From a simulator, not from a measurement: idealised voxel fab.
Process module name: voxel fin reveal
The figure presents cross-section cut, which has a width of 290 nm and is divided into square cells with an edge length of 5 nm.
When this document writes out a cross-section, it uses a grid of square cells and lists it as bands, beginning at the top and moving down, with a band standing for one or more rows of cells. Top, bottom (nm), then materials left to right with widths (nm); lone material tagged "everywhere" fills the whole band edge to edge; "empty" = empty space. Zero point of the height axis is 0; under it, received wafer = one material. Lowest band: continues down indefinitely, "0 and below". So if you see something like "30 to 40" for the width, read it as the top row of the band sitting at the first number and the bottom row at the second, with every row in between moving by the same amount as the last. "nothing got changed" (step): cross-section cells unchanged, all of them. Under "Trapped void list" you'll find the enclosed gaps, the ones with no way out to the top, that are 8 cells or bigger; each reads width x height at distance, with distance counted from the left edge, everything in nm. Anything after a step's settings on that line? It's the simulator's own note about the step. The line of a step may include "overlay nm". On a step with a mask, this value is how far to the right of its planned place the mask lay. A negative value means the mask lay to the left. Read the rest as pairs. Take the cross-section before one process step, then the cross-section after it, which shows only down to the lowest band that changed. Under the pair, find the step between them and its settings. Bear in mind that pairs may come from different runs of this module on the same starting wafer: link a pair to the pair above it only where its entry headed "Pre-step view" says to.
Pre-step view:
    10 down to 0  SiO2 90 nm  SiN 15 nm  SiO2 20 nm  SiN 15 nm  SiO2 20 nm  SiN 15 nm  SiO2 20 nm  SiN 15 nm  SiO2 80 nm
    0 down to -40  SiO2 95 nm  Si 5 nm  SiO2 30 nm  Si 5 nm  SiO2 30 nm  Si 5 nm  SiO2 30 nm  Si 5 nm  SiO2 85 nm
    -40 and below  Si everywhere
    Trapped void list: none
after:
    10 down to 0  empty 90 nm  SiN 15 nm  empty 20 nm  SiN 15 nm  empty 20 nm  SiN 15 nm  empty 20 nm  SiN 15 nm  empty 80 nm
    0 down to -25  empty 95 nm  Si 5 nm  empty 30 nm  Si 5 nm  empty 30 nm  Si 5 nm  empty 30 nm  Si 5 nm  empty 85 nm
    No changes below -25.
    Trapped void list: none
What sits between those two cross-sections? SELECTIVE_ETCH,etch materials SiO2,depth nm 35
Pre-step view: identical to the post-step cross-section of the immediately preceding pair.
after:
    0 down to -25  empty 95 nm  Si 5 nm  empty 30 nm  Si 5 nm  empty 30 nm  Si 5 nm  empty 30 nm  Si 5 nm  empty 85 nm
    No changes below -25.
    Trapped void list: none
What sits between those two cross-sections? STRIP,etch materials SiN
Pre-step view: identical to the post-step cross-section of the immediately preceding pair.
after:
    5 down to 0  empty 90 nm  SiO2 15 nm  empty 20 nm  SiO2 15 nm  empty 20 nm  SiO2 15 nm  empty 20 nm  SiO2 15 nm  empty 80 nm
    0 down to -20  empty 90 nm  SiO2 5 nm  Si 5 nm  SiO2 5 nm  empty 20 nm  SiO2 5 nm  Si 5 nm  SiO2 5 nm  empty 20 nm  SiO2 5 nm  Si 5 nm  SiO2 5 nm  empty 20 nm  SiO2 5 nm  Si 5 nm  SiO2 5 nm  empty 80 nm
    -20 down to -40  SiO2 95 nm  Si 5 nm  SiO2 30 nm  Si 5 nm  SiO2 30 nm  Si 5 nm  SiO2 30 nm  Si 5 nm  SiO2 85 nm
    No changes below -40.
    Trapped void list: none
What sits between those two cross-sections? CONFORMAL_DEP,material SiO2,thk nm 5
Pre-step view:
    0 down to -25  empty 90 nm  Si 5 nm  empty 30 nm  Si 5 nm  empty 30 nm  Si 5 nm  empty 30 nm  Si 5 nm  empty 90 nm
    -25 down to -40  SiO2 90 nm  Si 5 nm  SiO2 30 nm  Si 5 nm  SiO2 30 nm  Si 5 nm  SiO2 30 nm  Si 5 nm  SiO2 90 nm
    -40 and below  Si everywhere
    Trapped void list: none
after:
    5 down to 0  empty 85 nm  SiN 15 nm  empty 20 nm  SiN 15 nm  empty 20 nm  SiN 15 nm  empty 20 nm  SiN 15 nm  empty 85 nm
    0 down to -20  empty 85 nm  SiN 5 nm  Si 5 nm  SiN 5 nm  empty 20 nm  SiN 5 nm  Si 5 nm  SiN 5 nm  empty 20 nm  SiN 5 nm  Si 5 nm  SiN 5 nm  empty 20 nm  SiN 5 nm  Si 5 nm  SiN 5 nm  empty 85 nm
    -20 down to -25  SiN 90 nm  Si 5 nm  SiN 30 nm  Si 5 nm  SiN 30 nm  Si 5 nm  SiN 30 nm  Si 5 nm  SiN 90 nm
    No changes below -25.
    Trapped void list: none
What sits between those two cross-sections? CONFORMAL_DEP,material SiN,thk nm 5
Pre-step view:
    25 down to 10  aC everywhere
    10 down to 0  SiN everywhere
    0 and below  Si everywhere
    Trapped void list: none
after:
    55 down to 25  resist 85 nm  empty 15 nm  resist 20 nm  empty 15 nm  resist 20 nm  empty 15 nm  resist 20 nm  empty 15 nm  resist 85 nm
    No changes below 25.
    Trapped void list: none
What sits between those two cross-sections? PATTERN,tone open,mask id FINS,material resist,width nm 15,pitch nm 35,thk nm 30,overlay nm 0
Pre-step view: identical to the post-step cross-section of the immediately preceding pair.
after:
    40 down to 25  resist 85 nm  empty 15 nm  resist 20 nm  empty 15 nm  resist 20 nm  empty 15 nm  resist 20 nm  empty 15 nm  resist 85 nm
    25 down to 10  aC 85 nm  empty 15 nm  aC 20 nm  empty 15 nm  aC 20 nm  empty 15 nm  aC 20 nm  empty 15 nm  aC 85 nm
    No changes below 10.
    Trapped void list: none
What sits between those two cross-sections? DIRECTIONAL_ETCH,etch materials aC,depth nm 15
Pre-step view: identical to the post-step cross-section of the immediately preceding pair.
after:
    25 down to 10  aC 85 nm  empty 15 nm  aC 20 nm  empty 15 nm  aC 20 nm  empty 15 nm  aC 20 nm  empty 15 nm  aC 85 nm
    No changes below 10.
    Trapped void list: none
What sits between those two cross-sections? STRIP,etch materials resist
Pre-step view: identical to the post-step cross-section of the immediately preceding pair.
after:
    25 down to 10  aC 85 nm  empty 15 nm  aC 20 nm  empty 15 nm  aC 20 nm  empty 15 nm  aC 20 nm  empty 15 nm  aC 85 nm
    10 down to 0  SiN 85 nm  empty 15 nm  SiN 20 nm  empty 15 nm  SiN 20 nm  empty 15 nm  SiN 20 nm  empty 15 nm  SiN 85 nm
    No changes below 0.
    Trapped void list: none
What sits between those two cross-sections? DIRECTIONAL_ETCH,etch materials SiN,depth nm 10
Pre-step view: identical to the post-step cross-section of the immediately preceding pair.
after:
    25 down to 10  aC 85 nm  empty 15 nm  aC 20 nm  empty 15 nm  aC 20 nm  empty 15 nm  aC 20 nm  empty 15 nm  aC 85 nm
    10 down to 0  SiN 85 nm  empty 15 nm  SiN 20 nm  empty 15 nm  SiN 20 nm  empty 15 nm  SiN 20 nm  empty 15 nm  SiN 85 nm
    0 down to -35  Si 85 nm  empty 15 nm  Si 20 nm  empty 15 nm  Si 20 nm  empty 15 nm  Si 20 nm  empty 15 nm  Si 85 nm
    No changes below -35.
    Trapped void list: none
What sits between those two cross-sections? DIRECTIONAL_ETCH,etch materials Si,depth nm 35
Pre-step view: identical to the post-step cross-section of the immediately preceding pair.
after:
    10 down to 0  SiN 85 nm  empty 15 nm  SiN 20 nm  empty 15 nm  SiN 20 nm  empty 15 nm  SiN 20 nm  empty 15 nm  SiN 85 nm
    No changes below 0.
    Trapped void list: none
What sits between those two cross-sections? STRIP,etch materials aC
Pre-step view: identical to the post-step cross-section of the immediately preceding pair.
after:
    10 down to 0  SiN 85 nm  empty 15 nm  SiN 20 nm  empty 15 nm  SiN 20 nm  empty 15 nm  SiN 20 nm  empty 15 nm  SiN 85 nm
    0 down to -35  Si 80 nm  SiO2 5 nm  empty 15 nm  SiO2 5 nm  Si 10 nm  SiO2 5 nm  empty 15 nm  SiO2 5 nm  Si 10 nm  SiO2 5 nm  empty 15 nm  SiO2 5 nm  Si 10 nm  SiO2 5 nm  empty 15 nm  SiO2 5 nm  Si 80 nm
    -35 down to -40  Si 80 nm  SiO2 25 nm  Si 10 nm  SiO2 25 nm  Si 10 nm  SiO2 25 nm  Si 10 nm  SiO2 25 nm  Si 80 nm
    No changes below -40.
    Trapped void list: none
What sits between those two cross-sections? OXIDIZE,depth nm 5
Pre-step view: identical to the post-step cross-section of the immediately preceding pair.
after:
    15 down to 10  SiO2 everywhere
    10 down to 0  SiN 85 nm  SiO2 15 nm  SiN 20 nm  SiO2 15 nm  SiN 20 nm  SiO2 15 nm  SiN 20 nm  SiO2 15 nm  SiN 85 nm
    0 down to -40  Si 80 nm  SiO2 25 nm  Si 10 nm  SiO2 25 nm  Si 10 nm  SiO2 25 nm  Si 10 nm  SiO2 25 nm  Si 80 nm
    No changes below -40.
    Trapped void list: none
What sits between those two cross-sections? FILL_DEP,material SiO2,thk nm 5
Pre-step view: identical to the post-step cross-section of the immediately preceding pair.
after:
    10 down to 0  SiN 85 nm  SiO2 15 nm  SiN 20 nm  SiO2 15 nm  SiN 20 nm  SiO2 15 nm  SiN 20 nm  SiO2 15 nm  SiN 85 nm
    No changes below 0.
    Trapped void list: none
What sits between those two cross-sections? CMP,height nm 10
Pre-step view: identical to the post-step cross-section of the immediately preceding pair.
after:
    10 down to 0  SiN 85 nm  empty 15 nm  SiN 20 nm  empty 15 nm  SiN 20 nm  empty 15 nm  SiN 20 nm  empty 15 nm  SiN 85 nm
    0 down to -25  Si 80 nm  empty 25 nm  Si 10 nm  empty 25 nm  Si 10 nm  empty 25 nm  Si 10 nm  empty 25 nm  Si 80 nm
    No changes below -25.
    Trapped void list: none
What sits between those two cross-sections? SELECTIVE_ETCH,etch materials SiO2,depth nm 35
Pre-step view: identical to the post-step cross-section of the immediately preceding pair.
after:
    0 down to -25  Si 80 nm  empty 25 nm  Si 10 nm  empty 25 nm  Si 10 nm  empty 25 nm  Si 10 nm  empty 25 nm  Si 80 nm
    No changes below -25.
    Trapped void list: none
What sits between those two cross-sections? STRIP,etch materials SiN
Pre-step view: identical to the post-step cross-section of the immediately preceding pair.
after:
    5 down to 0  SiO2 85 nm  empty 15 nm  SiO2 20 nm  empty 15 nm  SiO2 20 nm  empty 15 nm  SiO2 20 nm  empty 15 nm  SiO2 85 nm
    0 down to -20  Si 80 nm  SiO2 5 nm  empty 15 nm  SiO2 5 nm  Si 10 nm  SiO2 5 nm  empty 15 nm  SiO2 5 nm  Si 10 nm  SiO2 5 nm  empty 15 nm  SiO2 5 nm  Si 10 nm  SiO2 5 nm  empty 15 nm  SiO2 5 nm  Si 80 nm
    -20 down to -40  Si 80 nm  SiO2 25 nm  Si 10 nm  SiO2 25 nm  Si 10 nm  SiO2 25 nm  Si 10 nm  SiO2 25 nm  Si 80 nm
    No changes below -40.
    Trapped void list: none
What sits between those two cross-sections? CONFORMAL_DEP,material SiO2,thk nm 5
